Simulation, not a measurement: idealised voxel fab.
Process module in this document: voxel local oxidation
Xsec cut, 160 nm wide, square cell size 5 nm.
If you're reading a cross-section in this doc, picture square cells in a grid; it comes to you as bands, top ones listed first down to the bottom, and a band can be one or more rows of cells. Band: top and bottom heights (nm) first, top before bottom; then materials from left to right, widths in nm. "full width" marks a sole material filling the band edge to edge. "air" denotes empty space. Heads up on the height convention: 0 is the point under which the incoming wafer is all one material, and the lowest band has no bottom, it just keeps going down, like "top 0, no bottom". Top row gets the first number, bottom row gets the second, and each row in between changes by the same step: that is how a band width like "30 to 40" works. Take "identical to before" at face value: in the step it is given for, the cross-section changed in none of its cells. For the entry "Listed closed voids", the listed items are empty spaces with no open way to the top whose size is 8 cells or more; each item follows the pattern width x height at distance, where distance is from the left edge and all three are in nm. It should be noted that, on the line of a given step, the content following the step's settings is a remark produced by the simulator itself with respect to that step. The "overlay nm" setting may appear on a step's line; for a step that uses a mask, it gives how far to the right of its planned position the mask lay, and a negative value indicates the left.

## The following list gives the planned process steps
1) RECEIVE with material Si
2) CONFORMAL_DEP with material SiO2, thk nm 5
3) CONFORMAL_DEP with material SiN, thk nm 10
4) PATTERN with tone cover, mask id ACTIVE, material resist, width nm 95, thk nm 15, overlay nm 0
5) DIRECTIONAL_ETCH with etch materials SiN, depth nm 10
6) STRIP with etch materials resist
7) SELECTIVE_ETCH with etch materials SiO2, depth nm 5
8) OXIDIZE with depth nm 10
9) STRIP with etch materials SiN

## Wafer cross-section on receipt, i.e. after step 1
    top 0, no bottom = Si full width
    Listed closed voids: none

## Below is the wafer in cross-section after the module was completed. It began from the starting point shown above and followed the plan shown above, except that one mistake was made while running it
    top 5, bottom 0 = 35 nm air / 85 nm SiO2 / 40 nm air
    top 0, bottom -20 = 55 nm SiO2 / 45 nm Si / 60 nm SiO2
    top -20, no bottom = Si full width
    Listed closed voids: none
Deviation from plan: heads up, step 8 didn't go per plan, it actually ran as OXIDIZE with depth nm 20
